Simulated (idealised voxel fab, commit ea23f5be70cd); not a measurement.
The document below concerns the process module designated voxel wiring stack.
FYI the section here is cut, 195 nm wide, cells are 5 nm squares.
A cross-section is written here as square cells arranged in a grid, and it is given in bands from the top down, each band taking up one or more rows of cells.
First you get the band's top height and its bottom height, in nm, and then the materials it's made of, left to right, with each width in nm. If you see a single material with "full width", that one covers the band edge to edge. "empty" is empty space.
Convention: height 0 is the level below which the wafer, as received, is all one material. The lowest band does not terminate at the bottom but continues downward, represented as "0 and below".
Think of "30->40" as a width that walks from the first number to the second as you go down the band, top row to bottom row, taking equal-sized steps from row to row.
For the purposes of this document, the phrase "everything unchanged" attached to a step denotes that no cell within the cross-section was modified by that step.
Entry "Unvented cavities". Content: empty spaces with no open connection to the top, size 8 cells or greater. Each: width x height at distance. Distance: from left edge. Unit: nm.
It should be noted that, on the line of a given step, the content following the step's settings is a remark produced by the simulator itself with respect to that step.
Among the settings permitted on a step's line is "overlay nm"; applied to a step with a mask, it specifies the extent to which the mask lay to the right of its planned position, whereas a negative figure signifies a position to the left.
Steps planned for the process
step 1: RECEIVE (material Si)
step 2: CONFORMAL_DEP (material SiO2; thk nm 10)
step 3: DIRECTIONAL_DEP (material TiN; thk nm 5)
step 4: DIRECTIONAL_DEP (material Ru; thk nm 20)
step 5: PATTERN (tone cover; mask id METAL_1; material resist; width nm 30; pitch nm 45; thk nm 15; overlay nm 0)
step 6: DIRECTIONAL_ETCH (etch materials Ru; depth nm 20)
step 7: DIRECTIONAL_ETCH (etch materials TiN; depth nm 5)
step 8: STRIP (etch materials resist)
step 9: FILL_DEP (material lowk; thk nm 10)
step 10: CMP (height nm 35)
step 11: CONFORMAL_DEP (material SiCN; thk nm 5)
step 12: DIRECTIONAL_DEP (material lowk; thk nm 20)
step 13: DIRECTIONAL_DEP (material aC; thk nm 15)
step 14: PATTERN (tone open; mask id PLUG_1; material resist; width nm 15; pitch nm 45; thk nm 35; overlay nm 0)
step 15: DIRECTIONAL_ETCH (etch materials aC; depth nm 15)
step 16: STRIP (etch materials resist)
step 17: DIRECTIONAL_ETCH (etch materials lowk; depth nm 20)
step 18: DIRECTIONAL_ETCH (etch materials SiCN; depth nm 5)
step 19: STRIP (etch materials aC)
step 20: CONFORMAL_DEP (material TiN; thk nm 5)
step 21: FILL_DEP (material Ru; thk nm 10)
step 22: CMP (height nm 60)
step 23: DIRECTIONAL_DEP (material TiN; thk nm 5)
step 24: DIRECTIONAL_DEP (material W; thk nm 15)
step 25: PATTERN (tone cover; mask id METAL_2; material resist; width nm 30; pitch nm 45; thk nm 15; overlay nm 0)
step 26: DIRECTIONAL_ETCH (etch materials W; depth nm 15)
step 27: DIRECTIONAL_ETCH (etch materials TiN; depth nm 5)
step 28: STRIP (etch materials resist)
step 29: FILL_DEP (material lowk; thk nm 10)
step 30: CMP (height nm 80)
step 31: CONFORMAL_DEP (material SiCN; thk nm 5)
step 32: DIRECTIONAL_DEP (material SiO2; thk nm 35)
step 33: DIRECTIONAL_DEP (material aC; thk nm 10)
step 34: PATTERN (tone open; mask id METAL_3; material resist; width nm 30; pitch nm 45; thk nm 30; overlay nm 0)
step 35: DIRECTIONAL_ETCH (etch materials aC; depth nm 10)
step 36: STRIP (etch materials resist)
step 37: DIRECTIONAL_ETCH (etch materials SiO2; depth nm 20)
step 38: STRIP (etch materials aC)
step 39: DIRECTIONAL_DEP (material aC; thk nm 15)
step 40: PATTERN (tone open; mask id METAL_3_HOLES; material resist; width nm 15; pitch nm 90; thk nm 30; overlay nm 0)
step 41: DIRECTIONAL_ETCH (etch materials aC; depth nm 15)
step 42: STRIP (etch materials resist)
step 43: DIRECTIONAL_ETCH (etch materials SiO2; depth nm 15)
step 44: DIRECTIONAL_ETCH (etch materials SiCN; depth nm 5)
step 45: STRIP (etch materials aC)
step 46: CONFORMAL_DEP (material TiN; thk nm 5)
step 47: FILL_DEP (material Ru; thk nm 5)
step 48: CMP (height nm 120)
step 49: CONFORMAL_DEP (material SiCN; thk nm 5)
Account of the first of two wafers, which was processed as intended
as received, after step 1
	0 and below | Si full width
	Unvented cavities: none
How the wafer stands in section after step 2
	10 down to 0 | SiO2 full width
	Everything below 0 is unchanged.
How the wafer stands in section after step 3
	15 down to 10 | TiN full width
	Everything below 10 is unchanged.
How the wafer stands in section after step 4
	35 down to 15 | Ru full width
	Everything below 15 is unchanged.
How the wafer stands in section after step 5
	50 down to 35 | empty=15  resist=30  empty=15  resist=30  empty=15  resist=30  empty=15  resist=30  empty=15
	Everything below 35 is unchanged.
How the wafer stands in section after step 6
	50 down to 35 | empty=15  resist=30  empty=15  resist=30  empty=15  resist=30  empty=15  resist=30  empty=15
	35 down to 15 | empty=15  Ru=30  empty=15  Ru=30  empty=15  Ru=30  empty=15  Ru=30  empty=15
	Everything below 15 is unchanged.
How the wafer stands in section after step 7
	50 down to 35 | empty=15  resist=30  empty=15  resist=30  empty=15  resist=30  empty=15  resist=30  empty=15
	35 down to 15 | empty=15  Ru=30  empty=15  Ru=30  empty=15  Ru=30  empty=15  Ru=30  empty=15
	15 down to 10 | empty=15  TiN=30  empty=15  TiN=30  empty=15  TiN=30  empty=15  TiN=30  empty=15
	Everything below 10 is unchanged.
How the wafer stands in section after step 8
	35 down to 15 | empty=15  Ru=30  empty=15  Ru=30  empty=15  Ru=30  empty=15  Ru=30  empty=15
	Everything below 15 is unchanged.
How the wafer stands in section after step 9
	45 down to 35 | lowk full width
	35 down to 15 | lowk=15  Ru=30  lowk=15  Ru=30  lowk=15  Ru=30  lowk=15  Ru=30  lowk=15
	15 down to 10 | lowk=15  TiN=30  lowk=15  TiN=30  lowk=15  TiN=30  lowk=15  TiN=30  lowk=15
	Everything below 10 is unchanged.
How the wafer stands in section after step 10
	35 down to 15 | lowk=15  Ru=30  lowk=15  Ru=30  lowk=15  Ru=30  lowk=15  Ru=30  lowk=15
	Everything below 15 is unchanged.
How the wafer stands in section after step 11
	40 down to 35 | SiCN full width
	Everything below 35 is unchanged.
How the wafer stands in section after step 12
	60 down to 40 | lowk full width
	Everything below 40 is unchanged.
How the wafer stands in section after step 13
	75 down to 60 | aC full width
	Everything below 60 is unchanged.
How the wafer stands in section after step 14
	110 down to 75 | resist=15  empty=15  resist=30  empty=15  resist=30  empty=15  resist=30  empty=15  resist=30
	Everything below 75 is unchanged.
How the wafer stands in section after step 15
	95 down to 75 | resist=15  empty=15  resist=30  empty=15  resist=30  empty=15  resist=30  empty=15  resist=30
	75 down to 60 | aC=15  empty=15  aC=30  empty=15  aC=30  empty=15  aC=30  empty=15  aC=30
	Everything below 60 is unchanged.
How the wafer stands in section after step 16
	75 down to 60 | aC=15  empty=15  aC=30  empty=15  aC=30  empty=15  aC=30  empty=15  aC=30
	Everything below 60 is unchanged.
How the wafer stands in section after step 17
	75 down to 60 | aC=15  empty=15  aC=30  empty=15  aC=30  empty=15  aC=30  empty=15  aC=30
	60 down to 40 | lowk=15  empty=15  lowk=30  empty=15  lowk=30  empty=15  lowk=30  empty=15  lowk=30
	Everything below 40 is unchanged.
How the wafer stands in section after step 18
	75 down to 60 | aC=15  empty=15  aC=30  empty=15  aC=30  empty=15  aC=30  empty=15  aC=30
	60 down to 40 | lowk=15  empty=15  lowk=30  empty=15  lowk=30  empty=15  lowk=30  empty=15  lowk=30
	40 down to 35 | SiCN=15  empty=15  SiCN=30  empty=15  SiCN=30  empty=15  SiCN=30  empty=15  SiCN=30
	Everything below 35 is unchanged.
How the wafer stands in section after step 19
	60 down to 40 | lowk=15  empty=15  lowk=30  empty=15  lowk=30  empty=15  lowk=30  empty=15  lowk=30
	Everything below 40 is unchanged.
How the wafer stands in section after step 20
	65 down to 60 | TiN=20  empty=5  TiN=40  empty=5  TiN=40  empty=5  TiN=40  empty=5  TiN=35
	60 down to 40 | lowk=15  TiN=5  empty=5  TiN=5  lowk=30  TiN=5  empty=5  TiN=5  lowk=30  TiN=5  empty=5  TiN=5  lowk=30  TiN=5  empty=5  TiN=5  lowk=30
	40 down to 35 | SiCN=15  TiN=15  SiCN=30  TiN=15  SiCN=30  TiN=15  SiCN=30  TiN=15  SiCN=30
	Everything below 35 is unchanged.
How the wafer stands in section after step 21
	75 down to 65 | Ru full width
	65 down to 60 | TiN=20  Ru=5  TiN=40  Ru=5  TiN=40  Ru=5  TiN=40  Ru=5  TiN=35
	60 down to 40 | lowk=15  TiN=5  Ru=5  TiN=5  lowk=30  TiN=5  Ru=5  TiN=5  lowk=30  TiN=5  Ru=5  TiN=5  lowk=30  TiN=5  Ru=5  TiN=5  lowk=30
	Everything below 40 is unchanged.
How the wafer stands in section after step 22
	60 down to 40 | lowk=15  TiN=5  Ru=5  TiN=5  lowk=30  TiN=5  Ru=5  TiN=5  lowk=30  TiN=5  Ru=5  TiN=5  lowk=30  TiN=5  Ru=5  TiN=5  lowk=30
	Everything below 40 is unchanged.
How the wafer stands in section after step 23
	65 down to 60 | TiN full width
	Everything below 60 is unchanged.
How the wafer stands in section after step 24
	80 down to 65 | W full width
	Everything below 65 is unchanged.
How the wafer stands in section after step 25
	95 down to 80 | empty=15  resist=30  empty=15  resist=30  empty=15  resist=30  empty=15  resist=30  empty=15
	Everything below 80 is unchanged.
How the wafer stands in section after step 26
	95 down to 80 | empty=15  resist=30  empty=15  resist=30  empty=15  resist=30  empty=15  resist=30  empty=15
	80 down to 65 | empty=15  W=30  empty=15  W=30  empty=15  W=30  empty=15  W=30  empty=15
	Everything below 65 is unchanged.
How the wafer stands in section after step 27
	95 down to 80 | empty=15  resist=30  empty=15  resist=30  empty=15  resist=30  empty=15  resist=30  empty=15
	80 down to 65 | empty=15  W=30  empty=15  W=30  empty=15  W=30  empty=15  W=30  empty=15
	65 down to 60 | empty=15  TiN=30  empty=15  TiN=30  empty=15  TiN=30  empty=15  TiN=30  empty=15
	Everything below 60 is unchanged.
How the wafer stands in section after step 28
	80 down to 65 | empty=15  W=30  empty=15  W=30  empty=15  W=30  empty=15  W=30  empty=15
	Everything below 65 is unchanged.
How the wafer stands in section after step 29
	90 down to 80 | lowk full width
	80 down to 65 | lowk=15  W=30  lowk=15  W=30  lowk=15  W=30  lowk=15  W=30  lowk=15
	65 down to 60 | lowk=15  TiN=30  lowk=15  TiN=30  lowk=15  TiN=30  lowk=15  TiN=30  lowk=15
	Everything below 60 is unchanged.
How the wafer stands in section after step 30
	80 down to 65 | lowk=15  W=30  lowk=15  W=30  lowk=15  W=30  lowk=15  W=30  lowk=15
	Everything below 65 is unchanged.
How the wafer stands in section after step 31
	85 down to 80 | SiCN full width
	Everything below 80 is unchanged.
How the wafer stands in section after step 32
	120 down to 85 | SiO2 full width
	Everything below 85 is unchanged.
How the wafer stands in section after step 33
	130 down to 120 | aC full width
	Everything below 120 is unchanged.
How the wafer stands in section after step 34
	160 down to 130 | resist=15  empty=30  resist=15  empty=30  resist=15  empty=30  resist=15  empty=30  resist=15
	Everything below 130 is unchanged.
How the wafer stands in section after step 35
	150 down to 130 | resist=15  empty=30  resist=15  empty=30  resist=15  empty=30  resist=15  empty=30  resist=15
	130 down to 120 | aC=15  empty=30  aC=15  empty=30  aC=15  empty=30  aC=15  empty=30  aC=15
	Everything below 120 is unchanged.
How the wafer stands in section after step 36
	130 down to 120 | aC=15  empty=30  aC=15  empty=30  aC=15  empty=30  aC=15  empty=30  aC=15
	Everything below 120 is unchanged.
How the wafer stands in section after step 37
	130 down to 120 | aC=15  empty=30  aC=15  empty=30  aC=15  empty=30  aC=15  empty=30  aC=15
	120 down to 100 | SiO2=15  empty=30  SiO2=15  empty=30  SiO2=15  empty=30  SiO2=15  empty=30  SiO2=15
	Everything below 100 is unchanged.
How the wafer stands in section after step 38
	120 down to 100 | SiO2=15  empty=30  SiO2=15  empty=30  SiO2=15  empty=30  SiO2=15  empty=30  SiO2=15
	Everything below 100 is unchanged.
How the wafer stands in section after step 39
	135 down to 120 | aC=15  empty=30  aC=15  empty=30  aC=15  empty=30  aC=15  empty=30  aC=15
	120 down to 115 | SiO2=15  empty=30  SiO2=15  empty=30  SiO2=15  empty=30  SiO2=15  empty=30  SiO2=15
	115 down to 100 | SiO2=15  aC=30  SiO2=15  aC=30  SiO2=15  aC=30  SiO2=15  aC=30  SiO2=15
	Everything below 100 is unchanged.
How the wafer stands in section after step 40
	165 down to 135 | resist=15  empty=15  resist=75  empty=15  resist=75
	135 down to 120 | aC=15  empty=15  resist=15  aC=15  resist=30  aC=15  empty=15  resist=15  aC=15  resist=30  aC=15
	120 down to 115 | SiO2=15  empty=15  resist=15  SiO2=15  resist=30  SiO2=15  empty=15  resist=15  SiO2=15  resist=30  SiO2=15
	Everything below 115 is unchanged.
How the wafer stands in section after step 41
	150 down to 135 | resist=15  empty=15  resist=75  empty=15  resist=75
	135 down to 120 | aC=15  empty=15  resist=15  aC=15  resist=30  aC=15  empty=15  resist=15  aC=15  resist=30  aC=15
	120 down to 115 | SiO2=15  empty=15  resist=15  SiO2=15  resist=30  SiO2=15  empty=15  resist=15  SiO2=15  resist=30  SiO2=15
	115 down to 100 | SiO2=15  empty=15  aC=15  SiO2=15  aC=30  SiO2=15  empty=15  aC=15  SiO2=15  aC=30  SiO2=15
	Everything below 100 is unchanged.
How the wafer stands in section after step 42
	135 down to 120 | aC=15  empty=30  aC=15  empty=30  aC=15  empty=30  aC=15  empty=30  aC=15
	120 down to 115 | SiO2=15  empty=30  SiO2=15  empty=30  SiO2=15  empty=30  SiO2=15  empty=30  SiO2=15
	Everything below 115 is unchanged.
How the wafer stands in section after step 43
	135 down to 120 | aC=15  empty=30  aC=15  empty=30  aC=15  empty=30  aC=15  empty=30  aC=15
	120 down to 115 | SiO2=15  empty=30  SiO2=15  empty=30  SiO2=15  empty=30  SiO2=15  empty=30  SiO2=15
	115 down to 100 | SiO2=15  empty=15  aC=15  SiO2=15  aC=30  SiO2=15  empty=15  aC=15  SiO2=15  aC=30  SiO2=15
	100 down to 85 | SiO2=15  empty=15  SiO2=75  empty=15  SiO2=75
	Everything below 85 is unchanged.
How the wafer stands in section after step 44
	135 down to 120 | aC=15  empty=30  aC=15  empty=30  aC=15  empty=30  aC=15  empty=30  aC=15
	120 down to 115 | SiO2=15  empty=30  SiO2=15  empty=30  SiO2=15  empty=30  SiO2=15  empty=30  SiO2=15
	115 down to 100 | SiO2=15  empty=15  aC=15  SiO2=15  aC=30  SiO2=15  empty=15  aC=15  SiO2=15  aC=30  SiO2=15
	100 down to 85 | SiO2=15  empty=15  SiO2=75  empty=15  SiO2=75
	85 down to 80 | SiCN=15  empty=15  SiCN=75  empty=15  SiCN=75
	Everything below 80 is unchanged.
How the wafer stands in section after step 45
	120 down to 100 | SiO2=15  empty=30  SiO2=15  empty=30  SiO2=15  empty=30  SiO2=15  empty=30  SiO2=15
	Everything below 100 is unchanged.
How the wafer stands in section after step 46
	125 down to 120 | TiN=20  empty=20  TiN=25  empty=20  TiN=25  empty=20  TiN=25  empty=20  TiN=20
	120 down to 105 | SiO2=15  TiN=5  empty=20  TiN=5  SiO2=15  TiN=5  empty=20  TiN=5  SiO2=15  TiN=5  empty=20  TiN=5  SiO2=15  TiN=5  empty=20  TiN=5  SiO2=15
	105 down to 100 | SiO2=15  TiN=5  empty=5  TiN=20  SiO2=15  TiN=30  SiO2=15  TiN=5  empty=5  TiN=20  SiO2=15  TiN=30  SiO2=15
	100 down to 85 | SiO2=15  TiN=5  empty=5  TiN=5  SiO2=75  TiN=5  empty=5  TiN=5  SiO2=75
	85 down to 80 | SiCN=15  TiN=15  SiCN=75  TiN=15  SiCN=75
	Everything below 80 is unchanged.
How the wafer stands in section after step 47
	130 down to 125 | Ru full width
	125 down to 120 | TiN=20  Ru=20  TiN=25  Ru=20  TiN=25  Ru=20  TiN=25  Ru=20  TiN=20
	120 down to 105 | SiO2=15  TiN=5  Ru=20  TiN=5  SiO2=15  TiN=5  Ru=20  TiN=5  SiO2=15  TiN=5  Ru=20  TiN=5  SiO2=15  TiN=5  Ru=20  TiN=5  SiO2=15
	105 down to 100 | SiO2=15  TiN=5  Ru=5  TiN=20  SiO2=15  TiN=30  SiO2=15  TiN=5  Ru=5  TiN=20  SiO2=15  TiN=30  SiO2=15
	100 down to 85 | SiO2=15  TiN=5  Ru=5  TiN=5  SiO2=75  TiN=5  Ru=5  TiN=5  SiO2=75
	Everything below 85 is unchanged.
How the wafer stands in section after step 48
	120 down to 105 | SiO2=15  TiN=5  Ru=20  TiN=5  SiO2=15  TiN=5  Ru=20  TiN=5  SiO2=15  TiN=5  Ru=20  TiN=5  SiO2=15  TiN=5  Ru=20  TiN=5  SiO2=15
	Everything below 105 is unchanged.
How the wafer stands in section after step 49
	125 down to 120 | SiCN full width
	Everything below 120 is unchanged.
Companion wafer, the second of two: same beginning, same intended sequence, one mistake in carrying it out; through step 39 inclusive it tracks the first exactly
Look at the second wafer in cross-section at the time step 40 ought to have finished
	165 down to 135 | resist=20  empty=15  resist=75  empty=15  resist=70
	135 down to 120 | aC=15  resist=5  empty=15  resist=10  aC=15  resist=30  aC=15  resist=5  empty=15  resist=10  aC=15  resist=30  aC=15
	120 down to 115 | SiO2=15  resist=5  empty=15  resist=10  SiO2=15  resist=30  SiO2=15  resist=5  empty=15  resist=10  SiO2=15  resist=30  SiO2=15
	Everything below 115 is unchanged.
Look at the second wafer in cross-section at the time step 41 ought to have finished
	150 down to 135 | resist=20  empty=15  resist=75  empty=15  resist=70
	135 down to 120 | aC=15  resist=5  empty=15  resist=10  aC=15  resist=30  aC=15  resist=5  empty=15  resist=10  aC=15  resist=30  aC=15
	120 down to 115 | SiO2=15  resist=5  empty=15  resist=10  SiO2=15  resist=30  SiO2=15  resist=5  empty=15  resist=10  SiO2=15  resist=30  SiO2=15
	115 down to 100 | SiO2=15  aC=5  empty=15  aC=10  SiO2=15  aC=30  SiO2=15  aC=5  empty=15  aC=10  SiO2=15  aC=30  SiO2=15
	Everything below 100 is unchanged.
Look at the second wafer in cross-section at the time step 42 ought to have finished
	135 down to 120 | aC=15  empty=30  aC=15  empty=30  aC=15  empty=30  aC=15  empty=30  aC=15
	120 down to 115 | SiO2=15  empty=30  SiO2=15  empty=30  SiO2=15  empty=30  SiO2=15  empty=30  SiO2=15
	Everything below 115 is unchanged.
Look at the second wafer in cross-section at the time step 43 ought to have finished
	135 down to 120 | aC=15  empty=30  aC=15  empty=30  aC=15  empty=30  aC=15  empty=30  aC=15
	120 down to 115 | SiO2=15  empty=30  SiO2=15  empty=30  SiO2=15  empty=30  SiO2=15  empty=30  SiO2=15
	115 down to 100 | SiO2=15  aC=5  empty=15  aC=10  SiO2=15  aC=30  SiO2=15  aC=5  empty=15  aC=10  SiO2=15  aC=30  SiO2=15
	100 down to 85 | SiO2=20  empty=15  SiO2=75  empty=15  SiO2=70
	Everything below 85 is unchanged.
Look at the second wafer in cross-section at the time step 44 ought to have finished
	135 down to 120 | aC=15  empty=30  aC=15  empty=30  aC=15  empty=30  aC=15  empty=30  aC=15
	120 down to 115 | SiO2=15  empty=30  SiO2=15  empty=30  SiO2=15  empty=30  SiO2=15  empty=30  SiO2=15
	115 down to 100 | SiO2=15  aC=5  empty=15  aC=10  SiO2=15  aC=30  SiO2=15  aC=5  empty=15  aC=10  SiO2=15  aC=30  SiO2=15
	100 down to 85 | SiO2=20  empty=15  SiO2=75  empty=15  SiO2=70
	85 down to 80 | SiCN=20  empty=15  SiCN=75  empty=15  SiCN=70
	Everything below 80 is unchanged.
Look at the second wafer in cross-section at the time step 45 ought to have finished
	120 down to 100 | SiO2=15  empty=30  SiO2=15  empty=30  SiO2=15  empty=30  SiO2=15  empty=30  SiO2=15
	Everything below 100 is unchanged.
Look at the second wafer in cross-section at the time step 46 ought to have finished
	125 down to 120 | TiN=20  empty=20  TiN=25  empty=20  TiN=25  empty=20  TiN=25  empty=20  TiN=20
	120 down to 105 | SiO2=15  TiN=5  empty=20  TiN=5  SiO2=15  TiN=5  empty=20  TiN=5  SiO2=15  TiN=5  empty=20  TiN=5  SiO2=15  TiN=5  empty=20  TiN=5  SiO2=15
	105 down to 100 | SiO2=15  TiN=10  empty=5  TiN=15  SiO2=15  TiN=30  SiO2=15  TiN=10  empty=5  TiN=15  SiO2=15  TiN=30  SiO2=15
	100 down to 85 | SiO2=20  TiN=5  empty=5  TiN=5  SiO2=75  TiN=5  empty=5  TiN=5  SiO2=70
	85 down to 80 | SiCN=20  TiN=15  SiCN=75  TiN=15  SiCN=70
	Everything below 80 is unchanged.
Look at the second wafer in cross-section at the time step 47 ought to have finished
	130 down to 125 | Ru full width
	125 down to 120 | TiN=20  Ru=20  TiN=25  Ru=20  TiN=25  Ru=20  TiN=25  Ru=20  TiN=20
	120 down to 105 | SiO2=15  TiN=5  Ru=20  TiN=5  SiO2=15  TiN=5  Ru=20  TiN=5  SiO2=15  TiN=5  Ru=20  TiN=5  SiO2=15  TiN=5  Ru=20  TiN=5  SiO2=15
	105 down to 100 | SiO2=15  TiN=10  Ru=5  TiN=15  SiO2=15  TiN=30  SiO2=15  TiN=10  Ru=5  TiN=15  SiO2=15  TiN=30  SiO2=15
	100 down to 85 | SiO2=20  TiN=5  Ru=5  TiN=5  SiO2=75  TiN=5  Ru=5  TiN=5  SiO2=70
	Everything below 85 is unchanged.
Look at the second wafer in cross-section at the time step 48 ought to have finished
	120 down to 105 | SiO2=15  TiN=5  Ru=20  TiN=5  SiO2=15  TiN=5  Ru=20  TiN=5  SiO2=15  TiN=5  Ru=20  TiN=5  SiO2=15  TiN=5  Ru=20  TiN=5  SiO2=15
	Everything below 105 is unchanged.
Look at the second wafer in cross-section at the time step 49 ought to have finished
	125 down to 120 | SiCN full width
	Everything below 120 is unchanged.
What was done differently from what was planned? step 40 did not use the planned setting and instead ran as PATTERN (tone open; mask id METAL_3_HOLES; material resist; width nm 15; pitch nm 90; thk nm 30; overlay nm 5)
Same inventory, different map: at the end, the second wafer holds as many cells of each material as the first, placed elsewhere.
